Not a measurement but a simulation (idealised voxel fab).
voxel self aligned vias: a process module
Cross-sectional view cut (width: 270 nm; square cell size: 5 nm).
We lay out every cross-section as a grid of square cells and spell it out in bands from the top down, where one band means one or more rows of cells.
Quick guide to a band line: top height, bottom height (nm) up front; then every material left to right with its width in nm. Only one material and it's marked "all across"? Then it fills the band edge to edge. And "empty" just means empty space.
It should be noted that heights are counted from 0, beneath which the wafer as supplied is of one material throughout, and that the lowest band possesses no lower boundary but continues downward, as written in "0 nm and below".
A width such as "30..40" changes by the same amount from each row of cells to the next, from the band's top row to its bottom row.
"remains unaltered" means the step left every cell of the cross-section as it was.
If an empty space has no open way to the top and is at least 8 cells in size, "Fully enclosed voids" lists it, written width x height at distance, where distance is measured from the left edge and every value is in nm.
It should be noted that, on the line of a given step, the content following the step's settings is a remark produced by the simulator itself with respect to that step.
The setting "overlay nm" may be written on the line of a step. When the step uses a mask, the value reports how far to the right of the planned place the mask lay, and a negative value reports that it lay to the left.
How should the pairs below be read? Each gives the cross-section before one process step and the cross-section after it, the latter drawn only to the lowest band that changed; the step that lies between them, with its settings, appears under the pair. Does a pair pick up where the pair above left off? Only where its entry headed "State before step" says so, since pairs can come from different runs of this module on the same starting wafer.
# State before step
- 75 nm to 60 nm: aC 40 nm, then empty 50 nm, then aC 20 nm, then empty 50 nm, then aC 20 nm, then empty 50 nm, then aC 40 nm
- 60 nm to 45 nm: lowk 40 nm, then empty 50 nm, then lowk 20 nm, then empty 50 nm, then lowk 20 nm, then empty 50 nm, then lowk 40 nm
- 45 nm to 40 nm: SiCN all across
- 40 nm to 15 nm: lowk all across
- 15 nm to 0 nm: SiO2 all across
- 0 nm and below: Si all across
- Fully enclosed voids: none
# Post-Step Appearance
- 60 nm to 45 nm: lowk 40 nm, then empty 50 nm, then lowk 20 nm, then empty 50 nm, then lowk 20 nm, then empty 50 nm, then lowk 40 nm
- Whatever lies below 45 is exactly as it was before.
- Fully enclosed voids: none
What was done to get from the upper cross-section to the lower one? STRIP, etch materials aC
State before step: it's just the after picture from the pair right above this one.
# Post-Step Appearance
- 65 nm to 60 nm: TiN 45 nm, then empty 40 nm, then TiN 30 nm, then empty 40 nm, then TiN 30 nm, then empty 40 nm, then TiN 45 nm
- 60 nm to 50 nm: lowk 40 nm, then TiN 5 nm, then empty 40 nm, then TiN 5 nm, then lowk 20 nm, then TiN 5 nm, then empty 40 nm, then TiN 5 nm, then lowk 20 nm, then TiN 5 nm, then empty 40 nm, then TiN 5 nm, then lowk 40 nm
- 50 nm to 45 nm: lowk 40 nm, then TiN 50 nm, then lowk 20 nm, then TiN 50 nm, then lowk 20 nm, then TiN 50 nm, then lowk 40 nm
- Whatever lies below 45 is exactly as it was before.
- Fully enclosed voids: none
What was done to get from the upper cross-section to the lower one? CONFORMAL_DEP, material TiN, thk nm 5
State before step: it's just the after picture from the pair right above this one.
# Post-Step Appearance
- 70 nm to 65 nm: W all across
- 65 nm to 60 nm: TiN 45 nm, then W 40 nm, then TiN 30 nm, then W 40 nm, then TiN 30 nm, then W 40 nm, then TiN 45 nm
- 60 nm to 50 nm: lowk 40 nm, then TiN 5 nm, then W 40 nm, then TiN 5 nm, then lowk 20 nm, then TiN 5 nm, then W 40 nm, then TiN 5 nm, then lowk 20 nm, then TiN 5 nm, then W 40 nm, then TiN 5 nm, then lowk 40 nm
- Whatever lies below 50 is exactly as it was before.
- Fully enclosed voids: none
What was done to get from the upper cross-section to the lower one? FILL_DEP, material W, thk nm 5
State before step: it's just the after picture from the pair right above this one.
# Post-Step Appearance
- 60 nm to 50 nm: lowk 40 nm, then TiN 5 nm, then W 40 nm, then TiN 5 nm, then lowk 20 nm, then TiN 5 nm, then W 40 nm, then TiN 5 nm, then lowk 20 nm, then TiN 5 nm, then W 40 nm, then TiN 5 nm, then lowk 40 nm
- Whatever lies below 50 is exactly as it was before.
- Fully enclosed voids: none
What was done to get from the upper cross-section to the lower one? CMP, height nm 60
State before step: it's just the after picture from the pair right above this one.
# Post-Step Appearance
- 65 nm to 60 nm: SiN all across
- Whatever lies below 60 is exactly as it was before.
- Fully enclosed voids: none
What was done to get from the upper cross-section to the lower one? CONFORMAL_DEP, material SiN, thk nm 5
# State before step
- 70 nm to 65 nm: W all across
- 65 nm to 60 nm: TiN 45 nm, then W 40 nm, then TiN 30 nm, then W 40 nm, then TiN 30 nm, then W 40 nm, then TiN 45 nm
- 60 nm to 50 nm: lowk 40 nm, then TiN 5 nm, then W 40 nm, then TiN 5 nm, then lowk 20 nm, then TiN 5 nm, then W 40 nm, then TiN 5 nm, then lowk 20 nm, then TiN 5 nm, then W 40 nm, then TiN 5 nm, then lowk 40 nm
- 50 nm to 45 nm: lowk 40 nm, then TiN 15 nm, then W 20 nm, then TiN 15 nm, then lowk 20 nm, then TiN 15 nm, then W 20 nm, then TiN 15 nm, then lowk 20 nm, then TiN 15 nm, then W 20 nm, then TiN 15 nm, then lowk 40 nm
- 45 nm to 40 nm: lowk 50 nm, then TiN 30 nm, then lowk 40 nm, then TiN 30 nm, then lowk 40 nm, then TiN 30 nm, then lowk 50 nm
- 40 nm to 25 nm: lowk 50 nm, then TiN 5 nm, then W 20 nm, then TiN 5 nm, then lowk 40 nm, then TiN 5 nm, then W 20 nm, then TiN 5 nm, then lowk 40 nm, then TiN 5 nm, then W 20 nm, then TiN 5 nm, then lowk 50 nm
- 25 nm to 20 nm: lowk 50 nm, then TiN 30 nm, then lowk 40 nm, then TiN 30 nm, then lowk 40 nm, then TiN 30 nm, then lowk 50 nm
- 20 nm to 15 nm: SiCN all across
- 15 nm to 0 nm: SiO2 all across
- 0 nm and below: Si all across
- Fully enclosed voids: none
# Post-Step Appearance
- 65 nm to 60 nm: TiN 45 nm, then W 40 nm, then TiN 30 nm, then W 40 nm, then TiN 30 nm, then W 40 nm, then TiN 45 nm
- Whatever lies below 60 is exactly as it was before.
- Fully enclosed voids: none
What was done to get from the upper cross-section to the lower one? CMP, height nm 65
State before step: it's just the after picture from the pair right above this one.
# Post-Step Appearance
- 70 nm to 65 nm: SiN all across
- Whatever lies below 65 is exactly as it was before.
- Fully enclosed voids: none
What was done to get from the upper cross-section to the lower one? CONFORMAL_DEP, material SiN, thk nm 5
# State before step
- 75 nm to 60 nm: aC all across
- 60 nm to 45 nm: lowk all across
- 45 nm to 40 nm: lowk 50 nm, then SiN 30 nm, then lowk 40 nm, then SiN 30 nm, then lowk 40 nm, then SiN 30 nm, then lowk 50 nm
- 40 nm to 25 nm: lowk 50 nm, then TiN 5 nm, then W 20 nm, then TiN 5 nm, then lowk 40 nm, then TiN 5 nm, then W 20 nm, then TiN 5 nm, then lowk 40 nm, then TiN 5 nm, then W 20 nm, then TiN 5 nm, then lowk 50 nm
- 25 nm to 20 nm: lowk 50 nm, then TiN 30 nm, then lowk 40 nm, then TiN 30 nm, then lowk 40 nm, then TiN 30 nm, then lowk 50 nm
- 20 nm to 15 nm: SiCN all across
- 15 nm to 0 nm: SiO2 all across
- 0 nm and below: Si all across
- Fully enclosed voids: none
# Post-Step Appearance
- 105 nm to 75 nm: resist 45 nm, then empty 45 nm, then resist 25 nm, then empty 45 nm, then resist 25 nm, then empty 45 nm, then resist 40 nm
- Whatever lies below 75 is exactly as it was before.
- Fully enclosed voids: none
What was done to get from the upper cross-section to the lower one? PATTERN, tone open, mask id VIAS, material resist, width nm 45, pitch nm 70, thk nm 30, overlay nm 0
State before step: it's just the after picture from the pair right above this one.
# Post-Step Appearance
- 90 nm to 75 nm: resist 45 nm, then empty 45 nm, then resist 25 nm, then empty 45 nm, then resist 25 nm, then empty 45 nm, then resist 40 nm
- 75 nm to 60 nm: aC 45 nm, then empty 45 nm, then aC 25 nm, then empty 45 nm, then aC 25 nm, then empty 45 nm, then aC 40 nm
- Whatever lies below 60 is exactly as it was before.
- Fully enclosed voids: none
What was done to get from the upper cross-section to the lower one? DIRECTIONAL_ETCH, etch materials aC, depth nm 15
State before step: it's just the after picture from the pair right above this one.
# Post-Step Appearance
- 75 nm to 60 nm: aC 45 nm, then empty 45 nm, then aC 25 nm, then empty 45 nm, then aC 25 nm, then empty 45 nm, then aC 40 nm
- Whatever lies below 60 is exactly as it was before.
- Fully enclosed voids: none
What was done to get from the upper cross-section to the lower one? STRIP, etch materials resist
State before step: it's just the after picture from the pair right above this one.
# Post-Step Appearance
- 75 nm to 60 nm: aC 45 nm, then empty 45 nm, then aC 25 nm, then empty 45 nm, then aC 25 nm, then empty 45 nm, then aC 40 nm
- 60 nm to 45 nm: lowk 45 nm, then empty 45 nm, then lowk 25 nm, then empty 45 nm, then lowk 25 nm, then empty 45 nm, then lowk 40 nm
- Whatever lies below 45 is exactly as it was before.
- Fully enclosed voids: none
What was done to get from the upper cross-section to the lower one? DIRECTIONAL_ETCH, etch materials lowk, depth nm 15
State before step: it's just the after picture from the pair right above this one.
# Post-Step Appearance
- 75 nm to 60 nm: aC 45 nm, then empty 45 nm, then aC 25 nm, then empty 45 nm, then aC 25 nm, then empty 45 nm, then aC 40 nm
- 60 nm to 45 nm: lowk 45 nm, then empty 45 nm, then lowk 25 nm, then empty 45 nm, then lowk 25 nm, then empty 45 nm, then lowk 40 nm
- 45 nm to 40 nm: lowk 50 nm, then empty 30 nm, then lowk 40 nm, then empty 30 nm, then lowk 40 nm, then empty 30 nm, then lowk 50 nm
- Whatever lies below 40 is exactly as it was before.
- Fully enclosed voids: none
What was done to get from the upper cross-section to the lower one? DIRECTIONAL_ETCH, etch materials SiN, depth nm 5
State before step: it's just the after picture from the pair right above this one.
# Post-Step Appearance
- 60 nm to 45 nm: lowk 45 nm, then empty 45 nm, then lowk 25 nm, then empty 45 nm, then lowk 25 nm, then empty 45 nm, then lowk 40 nm
- Whatever lies below 45 is exactly as it was before.
- Fully enclosed voids: none
What was done to get from the upper cross-section to the lower one? STRIP, etch materials aC
State before step: it's just the after picture from the pair right above this one.
# Post-Step Appearance
- 65 nm to 60 nm: TiN 50 nm, then empty 35 nm, then TiN 35 nm, then empty 35 nm, then TiN 35 nm, then empty 35 nm, then TiN 45 nm
- 60 nm to 50 nm: lowk 45 nm, then TiN 5 nm, then empty 35 nm, then TiN 5 nm, then lowk 25 nm, then TiN 5 nm, then empty 35 nm, then TiN 5 nm, then lowk 25 nm, then TiN 5 nm, then empty 35 nm, then TiN 5 nm, then lowk 40 nm
- 50 nm to 45 nm: lowk 45 nm, then TiN 10 nm, then empty 20 nm, then TiN 15 nm, then lowk 25 nm, then TiN 10 nm, then empty 20 nm, then TiN 15 nm, then lowk 25 nm, then TiN 10 nm, then empty 20 nm, then TiN 15 nm, then lowk 40 nm
- 45 nm to 40 nm: lowk 50 nm, then TiN 30 nm, then lowk 40 nm, then TiN 30 nm, then lowk 40 nm, then TiN 30 nm, then lowk 50 nm
- Whatever lies below 40 is exactly as it was before.
- Fully enclosed voids: none
What was done to get from the upper cross-section to the lower one? CONFORMAL_DEP, material TiN, thk nm 5
State before step: it's just the after picture from the pair right above this one.
# Post-Step Appearance
- 70 nm to 65 nm: W all across
- 65 nm to 60 nm: TiN 50 nm, then W 35 nm, then TiN 35 nm, then W 35 nm, then TiN 35 nm, then W 35 nm, then TiN 45 nm
- 60 nm to 50 nm: lowk 45 nm, then TiN 5 nm, then W 35 nm, then TiN 5 nm, then lowk 25 nm, then TiN 5 nm, then W 35 nm, then TiN 5 nm, then lowk 25 nm, then TiN 5 nm, then W 35 nm, then TiN 5 nm, then lowk 40 nm
- 50 nm to 45 nm: lowk 45 nm, then TiN 10 nm, then W 20 nm, then TiN 15 nm, then lowk 25 nm, then TiN 10 nm, then W 20 nm, then TiN 15 nm, then lowk 25 nm, then TiN 10 nm, then W 20 nm, then TiN 15 nm, then lowk 40 nm
- Whatever lies below 45 is exactly as it was before.
- Fully enclosed voids: none
What was done to get from the upper cross-section to the lower one? FILL_DEP, material W, thk nm 5
State before step: it's just the after picture from the pair right above this one.
# Post-Step Appearance
- 60 nm to 50 nm: lowk 45 nm, then TiN 5 nm, then W 35 nm, then TiN 5 nm, then lowk 25 nm, then TiN 5 nm, then W 35 nm, then TiN 5 nm, then lowk 25 nm, then TiN 5 nm, then W 35 nm, then TiN 5 nm, then lowk 40 nm
- Whatever lies below 50 is exactly as it was before.
- Fully enclosed voids: none
What was done to get from the upper cross-section to the lower one? CMP, height nm 60
State before step: it's just the after picture from the pair right above this one.
# Post-Step Appearance
- 65 nm to 60 nm: SiN all across
- Whatever lies below 60 is exactly as it was before.
- Fully enclosed voids: none
What was done to get from the upper cross-section to the lower one? CONFORMAL_DEP, material SiN, thk nm 5
# State before step
- 75 nm to 60 nm: aC all across
- 60 nm to 45 nm: lowk all across
- 45 nm to 40 nm: lowk 50 nm, then SiN 30 nm, then lowk 40 nm, then SiN 30 nm, then lowk 40 nm, then SiN 30 nm, then lowk 50 nm
- 40 nm to 25 nm: lowk 50 nm, then TiN 5 nm, then W 20 nm, then TiN 5 nm, then lowk 40 nm, then TiN 5 nm, then W 20 nm, then TiN 5 nm, then lowk 40 nm, then TiN 5 nm, then W 20 nm, then TiN 5 nm, then lowk 50 nm
- 25 nm to 20 nm: lowk 50 nm, then TiN 30 nm, then lowk 40 nm, then TiN 30 nm, then lowk 40 nm, then TiN 30 nm, then lowk 50 nm
- 20 nm to 15 nm: SiCN all across
- 15 nm to 0 nm: SiO2 all across
- 0 nm and below: Si all across
- Fully enclosed voids: none
# Post-Step Appearance
- 105 nm to 75 nm: resist 35 nm, then empty 50 nm, then resist 20 nm, then empty 50 nm, then resist 20 nm, then empty 50 nm, then resist 45 nm
- Whatever lies below 75 is exactly as it was before.
- Fully enclosed voids: none
What was done to get from the upper cross-section to the lower one? PATTERN, tone open, mask id VIAS, material resist, width nm 50, pitch nm 70, thk nm 30, overlay nm -5
State before step: it's just the after picture from the pair right above this one.
# Post-Step Appearance
- 90 nm to 75 nm: resist 35 nm, then empty 50 nm, then resist 20 nm, then empty 50 nm, then resist 20 nm, then empty 50 nm, then resist 45 nm
- 75 nm to 60 nm: aC 35 nm, then empty 50 nm, then aC 20 nm, then empty 50 nm, then aC 20 nm, then empty 50 nm, then aC 45 nm
- Whatever lies below 60 is exactly as it was before.
- Fully enclosed voids: none
What was done to get from the upper cross-section to the lower one? DIRECTIONAL_ETCH, etch materials aC, depth nm 15
State before step: it's just the after picture from the pair right above this one.
# Post-Step Appearance
- 75 nm to 60 nm: aC 35 nm, then empty 50 nm, then aC 20 nm, then empty 50 nm, then aC 20 nm, then empty 50 nm, then aC 45 nm
- Whatever lies below 60 is exactly as it was before.
- Fully enclosed voids: none
What was done to get from the upper cross-section to the lower one? STRIP, etch materials resist
State before step: it's just the after picture from the pair right above this one.
# Post-Step Appearance
- 75 nm to 60 nm: aC 35 nm, then empty 50 nm, then aC 20 nm, then empty 50 nm, then aC 20 nm, then empty 50 nm, then aC 45 nm
- 60 nm to 45 nm: lowk 35 nm, then empty 50 nm, then lowk 20 nm, then empty 50 nm, then lowk 20 nm, then empty 50 nm, then lowk 45 nm
- Whatever lies below 45 is exactly as it was before.
- Fully enclosed voids: none
What was done to get from the upper cross-section to the lower one? DIRECTIONAL_ETCH, etch materials lowk, depth nm 15
State before step: it's just the after picture from the pair right above this one.
# Post-Step Appearance
- 75 nm to 60 nm: aC 35 nm, then empty 50 nm, then aC 20 nm, then empty 50 nm, then aC 20 nm, then empty 50 nm, then aC 45 nm
- 60 nm to 45 nm: lowk 35 nm, then empty 50 nm, then lowk 20 nm, then empty 50 nm, then lowk 20 nm, then empty 50 nm, then lowk 45 nm
- 45 nm to 40 nm: lowk 50 nm, then empty 30 nm, then lowk 40 nm, then empty 30 nm, then lowk 40 nm, then empty 30 nm, then lowk 50 nm
- Whatever lies below 40 is exactly as it was before.
- Fully enclosed voids: none
What was done to get from the upper cross-section to the lower one? DIRECTIONAL_ETCH, etch materials SiN, depth nm 5
State before step: it's just the after picture from the pair right above this one.
# Post-Step Appearance
- 60 nm to 45 nm: lowk 35 nm, then empty 50 nm, then lowk 20 nm, then empty 50 nm, then lowk 20 nm, then empty 50 nm, then lowk 45 nm
- Whatever lies below 45 is exactly as it was before.
- Fully enclosed voids: none
What was done to get from the upper cross-section to the lower one? STRIP, etch materials aC
State before step: it's just the after picture from the pair right above this one.
# Post-Step Appearance
- 65 nm to 60 nm: TiN 40 nm, then empty 40 nm, then TiN 30 nm, then empty 40 nm, then TiN 30 nm, then empty 40 nm, then TiN 50 nm
- 60 nm to 50 nm: lowk 35 nm, then TiN 5 nm, then empty 40 nm, then TiN 5 nm, then lowk 20 nm, then TiN 5 nm, then empty 40 nm, then TiN 5 nm, then lowk 20 nm, then TiN 5 nm, then empty 40 nm, then TiN 5 nm, then lowk 45 nm
- 50 nm to 45 nm: lowk 35 nm, then TiN 20 nm, then empty 20 nm, then TiN 10 nm, then lowk 20 nm, then TiN 20 nm, then empty 20 nm, then TiN 10 nm, then lowk 20 nm, then TiN 20 nm, then empty 20 nm, then TiN 10 nm, then lowk 45 nm
- 45 nm to 40 nm: lowk 50 nm, then TiN 30 nm, then lowk 40 nm, then TiN 30 nm, then lowk 40 nm, then TiN 30 nm, then lowk 50 nm
- Whatever lies below 40 is exactly as it was before.
- Fully enclosed voids: none
What was done to get from the upper cross-section to the lower one? CONFORMAL_DEP, material TiN, thk nm 5
State before step: it's just the after picture from the pair right above this one.
# Post-Step Appearance
- 70 nm to 65 nm: W all across
- 65 nm to 60 nm: TiN 40 nm, then W 40 nm, then TiN 30 nm, then W 40 nm, then TiN 30 nm, then W 40 nm, then TiN 50 nm
- 60 nm to 50 nm: lowk 35 nm, then TiN 5 nm, then W 40 nm, then TiN 5 nm, then lowk 20 nm, then TiN 5 nm, then W 40 nm, then TiN 5 nm, then lowk 20 nm, then TiN 5 nm, then W 40 nm, then TiN 5 nm, then lowk 45 nm
- 50 nm to 45 nm: lowk 35 nm, then TiN 20 nm, then W 20 nm, then TiN 10 nm, then lowk 20 nm, then TiN 20 nm, then W 20 nm, then TiN 10 nm, then lowk 20 nm, then TiN 20 nm, then W 20 nm, then TiN 10 nm, then lowk 45 nm
- Whatever lies below 45 is exactly as it was before.
- Fully enclosed voids: none
What was done to get from the upper cross-section to the lower one? FILL_DEP, material W, thk nm 5
State before step: it's just the after picture from the pair right above this one.
# Post-Step Appearance
- 60 nm to 50 nm: lowk 35 nm, then TiN 5 nm, then W 40 nm, then TiN 5 nm, then lowk 20 nm, then TiN 5 nm, then W 40 nm, then TiN 5 nm, then lowk 20 nm, then TiN 5 nm, then W 40 nm, then TiN 5 nm, then lowk 45 nm
- Whatever lies below 50 is exactly as it was before.
- Fully enclosed voids: none
What was done to get from the upper cross-section to the lower one? CMP, height nm 60
State before step: it's just the after picture from the pair right above this one.
# Post-Step Appearance
- 65 nm to 60 nm: SiN all across
- Whatever lies below 60 is exactly as it was before.
- Fully enclosed voids: none
What was done to get from the upper cross-section to the lower one? CONFORMAL_DEP, material SiN, thk nm 5
# State before step
- 45 nm to 40 nm: lowk 50 nm, then empty 30 nm, then lowk 40 nm, then empty 30 nm, then lowk 40 nm, then empty 30 nm, then lowk 50 nm
- 40 nm to 25 nm: lowk 50 nm, then TiN 5 nm, then W 20 nm, then TiN 5 nm, then lowk 40 nm, then TiN 5 nm, then W 20 nm, then TiN 5 nm, then lowk 40 nm, then TiN 5 nm, then W 20 nm, then TiN 5 nm, then lowk 50 nm
- 25 nm to 20 nm: lowk 50 nm, then TiN 30 nm, then lowk 40 nm, then TiN 30 nm, then lowk 40 nm, then TiN 30 nm, then lowk 50 nm
- 20 nm to 15 nm: SiCN all across
- 15 nm to 0 nm: SiO2 all across
- 0 nm and below: Si all across
- Fully enclosed voids: none
# Post-Step Appearance
- 55 nm to 40 nm: lowk all across
- Whatever lies below 40 is exactly as it was before.
- Fully enclosed voids: none
What was done to get from the upper cross-section to the lower one? FILL_DEP, material lowk, thk nm 10
State before step: it's just the after picture from the pair right above this one.
# Post-Step Appearance
- 45 nm to 40 nm: lowk all across
- Whatever lies below 40 is exactly as it was before.
- Fully enclosed voids: none
What was done to get from the upper cross-section to the lower one? CMP, height nm 45
State before step: it's just the after picture from the pair right above this one.
# Post-Step Appearance
- 60 nm to 40 nm: lowk all across
- Whatever lies below 40 is exactly as it was before.
- Fully enclosed voids: none
What was done to get from the upper cross-section to the lower one? DIRECTIONAL_DEP, material lowk, thk nm 15
State before step: it's just the after picture from the pair right above this one.
# Post-Step Appearance
- 75 nm to 60 nm: aC all across
- Whatever lies below 60 is exactly as it was before.
- Fully enclosed voids: none
What was done to get from the upper cross-section to the lower one? DIRECTIONAL_DEP, material aC, thk nm 15
State before step: it's just the after picture from the pair right above this one.
# Post-Step Appearance
- 105 nm to 75 nm: resist 40 nm, then empty 50 nm, then resist 20 nm, then empty 50 nm, then resist 20 nm, then empty 50 nm, then resist 40 nm
- Whatever lies below 75 is exactly as it was before.
- Fully enclosed voids: none
What was done to get from the upper cross-section to the lower one? PATTERN, tone open, mask id VIAS, material resist, width nm 50, pitch nm 70, thk nm 30, overlay nm 0
State before step: it's just the after picture from the pair right above this one.
# Post-Step Appearance
- 90 nm to 75 nm: resist 40 nm, then empty 50 nm, then resist 20 nm, then empty 50 nm, then resist 20 nm, then empty 50 nm, then resist 40 nm
- 75 nm to 60 nm: aC 40 nm, then empty 50 nm, then aC 20 nm, then empty 50 nm, then aC 20 nm, then empty 50 nm, then aC 40 nm
- Whatever lies below 60 is exactly as it was before.
- Fully enclosed voids: none
What was done to get from the upper cross-section to the lower one? DIRECTIONAL_ETCH, etch materials aC, depth nm 15
State before step: it's just the after picture from the pair right above this one.
# Post-Step Appearance
- 75 nm to 60 nm: aC 40 nm, then empty 50 nm, then aC 20 nm, then empty 50 nm, then aC 20 nm, then empty 50 nm, then aC 40 nm
- Whatever lies below 60 is exactly as it was before.
- Fully enclosed voids: none
What was done to get from the upper cross-section to the lower one? STRIP, etch materials resist
State before step: it's just the after picture from the pair right above this one.
# Post-Step Appearance
- 75 nm to 60 nm: aC 40 nm, then empty 50 nm, then aC 20 nm, then empty 50 nm, then aC 20 nm, then empty 50 nm, then aC 40 nm
- 60 nm to 45 nm: lowk 40 nm, then empty 50 nm, then lowk 20 nm, then empty 50 nm, then lowk 20 nm, then empty 50 nm, then lowk 40 nm
- Whatever lies below 45 is exactly as it was before.
- Fully enclosed voids: none
What was done to get from the upper cross-section to the lower one? DIRECTIONAL_ETCH, etch materials lowk, depth nm 15
State before step: it's just the after picture from the pair right above this one.
# Post-Step Appearance
- 60 nm to 45 nm: lowk 40 nm, then empty 50 nm, then lowk 20 nm, then empty 50 nm, then lowk 20 nm, then empty 50 nm, then lowk 40 nm
- Whatever lies below 45 is exactly as it was before.
- Fully enclosed voids: none
What was done to get from the upper cross-section to the lower one? STRIP, etch materials aC
State before step: it's just the after picture from the pair right above this one.
# Post-Step Appearance
- 65 nm to 60 nm: TiN 45 nm, then empty 40 nm, then TiN 30 nm, then empty 40 nm, then TiN 30 nm, then empty 40 nm, then TiN 45 nm
- 60 nm to 50 nm: lowk 40 nm, then TiN 5 nm, then empty 40 nm, then TiN 5 nm, then lowk 20 nm, then TiN 5 nm, then empty 40 nm, then TiN 5 nm, then lowk 20 nm, then TiN 5 nm, then empty 40 nm, then TiN 5 nm, then lowk 40 nm
- 50 nm to 45 nm: lowk 40 nm, then TiN 50 nm, then lowk 20 nm, then TiN 50 nm, then lowk 20 nm, then TiN 50 nm, then lowk 40 nm
- Whatever lies below 45 is exactly as it was before.
- Fully enclosed voids: none
What was done to get from the upper cross-section to the lower one? CONFORMAL_DEP, material TiN, thk nm 5
State before step: it's just the after picture from the pair right above this one.
# Post-Step Appearance
- 70 nm to 65 nm: W all across
- 65 nm to 60 nm: TiN 45 nm, then W 40 nm, then TiN 30 nm, then W 40 nm, then TiN 30 nm, then W 40 nm, then TiN 45 nm
- 60 nm to 50 nm: lowk 40 nm, then TiN 5 nm, then W 40 nm, then TiN 5 nm, then lowk 20 nm, then TiN 5 nm, then W 40 nm, then TiN 5 nm, then lowk 20 nm, then TiN 5 nm, then W 40 nm, then TiN 5 nm, then lowk 40 nm
- Whatever lies below 50 is exactly as it was before.
- Fully enclosed voids: none
What was done to get from the upper cross-section to the lower one? FILL_DEP, material W, thk nm 5
State before step: it's just the after picture from the pair right above this one.
# Post-Step Appearance
- 60 nm to 50 nm: lowk 40 nm, then TiN 5 nm, then W 40 nm, then TiN 5 nm, then lowk 20 nm, then TiN 5 nm, then W 40 nm, then TiN 5 nm, then lowk 20 nm, then TiN 5 nm, then W 40 nm, then TiN 5 nm, then lowk 40 nm
- Whatever lies below 50 is exactly as it was before.
- Fully enclosed voids: none
What was done to get from the upper cross-section to the lower one? CMP, height nm 60
State before step: it's just the after picture from the pair right above this one.
# Post-Step Appearance
- 65 nm to 60 nm: SiN all across
- Whatever lies below 60 is exactly as it was before.
- Fully enclosed voids: none
What was done to get from the upper cross-section to the lower one? CONFORMAL_DEP, material SiN, thk nm 5
# State before step
- 45 nm to 20 nm: lowk all across
- 20 nm to 15 nm: SiCN all across
- 15 nm to 0 nm: SiO2 all across
- 0 nm and below: Si all across
- Fully enclosed voids: none
# Post-Step Appearance
- 45 nm to 20 nm: empty 50 nm, then lowk 30 nm, then empty 40 nm, then lowk 30 nm, then empty 40 nm, then lowk 30 nm, then empty 50 nm
- Whatever lies below 20 is exactly as it was before.
- Fully enclosed voids: none
What was done to get from the upper cross-section to the lower one? MASKED_ETCH, tone cover, mask id LINES, width nm 30, pitch nm 70, etch materials lowk, depth nm 25, overlay nm 0
State before step: it's just the after picture from the pair right above this one.
# Post-Step Appearance
- 50 nm to 45 nm: empty 45 nm, then TiN 40 nm, then empty 30 nm, then TiN 40 nm, then empty 30 nm, then TiN 40 nm, then empty 45 nm
- 45 nm to 25 nm: empty 45 nm, then TiN 5 nm, then lowk 30 nm, then TiN 5 nm, then empty 30 nm, then TiN 5 nm, then lowk 30 nm, then TiN 5 nm, then empty 30 nm, then TiN 5 nm, then lowk 30 nm, then TiN 5 nm, then empty 45 nm
- 25 nm to 20 nm: TiN 50 nm, then lowk 30 nm, then TiN 40 nm, then lowk 30 nm, then TiN 40 nm, then lowk 30 nm, then TiN 50 nm
- Whatever lies below 20 is exactly as it was before.
- Fully enclosed voids: none
What was done to get from the upper cross-section to the lower one? CONFORMAL_DEP, material TiN, thk nm 5
State before step: it's just the after picture from the pair right above this one.
# Post-Step Appearance
- 60 nm to 50 nm: W all across
- 50 nm to 45 nm: W 45 nm, then TiN 40 nm, then W 30 nm, then TiN 40 nm, then W 30 nm, then TiN 40 nm, then W 45 nm
- 45 nm to 25 nm: W 45 nm, then TiN 5 nm, then lowk 30 nm, then TiN 5 nm, then W 30 nm, then TiN 5 nm, then lowk 30 nm, then TiN 5 nm, then W 30 nm, then TiN 5 nm, then lowk 30 nm, then TiN 5 nm, then W 45 nm
- Whatever lies below 25 is exactly as it was before.
- Fully enclosed voids: none
What was done to get from the upper cross-section to the lower one? FILL_DEP, material W, thk nm 10
State before step: it's just the after picture from the pair right above this one.
# Post-Step Appearance
- 45 nm to 25 nm: W 45 nm, then TiN 5 nm, then lowk 30 nm, then TiN 5 nm, then W 30 nm, then TiN 5 nm, then lowk 30 nm, then TiN 5 nm, then W 30 nm, then TiN 5 nm, then lowk 30 nm, then TiN 5 nm, then W 45 nm
- Whatever lies below 25 is exactly as it was before.
- Fully enclosed voids: none
What was done to get from the upper cross-section to the lower one? CMP, height nm 45
State before step: it's just the after picture from the pair right above this one.
# Post-Step Appearance
- 45 nm to 40 nm: empty 50 nm, then lowk 30 nm, then empty 40 nm, then lowk 30 nm, then empty 40 nm, then lowk 30 nm, then empty 50 nm
- Whatever lies below 40 is exactly as it was before.
- Fully enclosed voids: none
What was done to get from the upper cross-section to the lower one? SELECTIVE_ETCH, etch materials W Ru TiN, depth nm 5
State before step: it's just the after picture from the pair right above this one.
# Post-Step Appearance
- 55 nm to 45 nm: SiN all across
- 45 nm to 40 nm: SiN 50 nm, then lowk 30 nm, then SiN 40 nm, then lowk 30 nm, then SiN 40 nm, then lowk 30 nm, then SiN 50 nm
- Whatever lies below 40 is exactly as it was before.
- Fully enclosed voids: none
What was done to get from the upper cross-section to the lower one? FILL_DEP, material SiN, thk nm 10
State before step: it's just the after picture from the pair right above this one.
# Post-Step Appearance
- 45 nm to 40 nm: SiN 50 nm, then lowk 30 nm, then SiN 40 nm, then lowk 30 nm, then SiN 40 nm, then lowk 30 nm, then SiN 50 nm
- Whatever lies below 40 is exactly as it was before.
- Fully enclosed voids: none
What was done to get from the upper cross-section to the lower one? CMP, height nm 45
State before step: it's just the after picture from the pair right above this one.
# Post-Step Appearance
- 60 nm to 45 nm: lowk all across
- Whatever lies below 45 is exactly as it was before.
- Fully enclosed voids: none
What was done to get from the upper cross-section to the lower one? DIRECTIONAL_DEP, material lowk, thk nm 15
State before step: it's just the after picture from the pair right above this one.
# Post-Step Appearance
- 75 nm to 60 nm: aC all across
- Whatever lies below 60 is exactly as it was before.
- Fully enclosed voids: none
What was done to get from the upper cross-section to the lower one? DIRECTIONAL_DEP, material aC, thk nm 15
State before step: it's just the after picture from the pair right above this one.
# Post-Step Appearance
- 105 nm to 75 nm: resist 40 nm, then empty 50 nm, then resist 20 nm, then empty 50 nm, then resist 20 nm, then empty 50 nm, then resist 40 nm
- Whatever lies below 75 is exactly as it was before.
- Fully enclosed voids: none
What was done to get from the upper cross-section to the lower one? PATTERN, tone open, mask id VIAS, material resist, width nm 50, pitch nm 70, thk nm 30, overlay nm 0
State before step: it's just the after picture from the pair right above this one.
# Post-Step Appearance
- 90 nm to 75 nm: resist 40 nm, then empty 50 nm, then resist 20 nm, then empty 50 nm, then resist 20 nm, then empty 50 nm, then resist 40 nm
- 75 nm to 60 nm: aC 40 nm, then empty 50 nm, then aC 20 nm, then empty 50 nm, then aC 20 nm, then empty 50 nm, then aC 40 nm
- Whatever lies below 60 is exactly as it was before.
- Fully enclosed voids: none
What was done to get from the upper cross-section to the lower one? DIRECTIONAL_ETCH, etch materials aC, depth nm 15
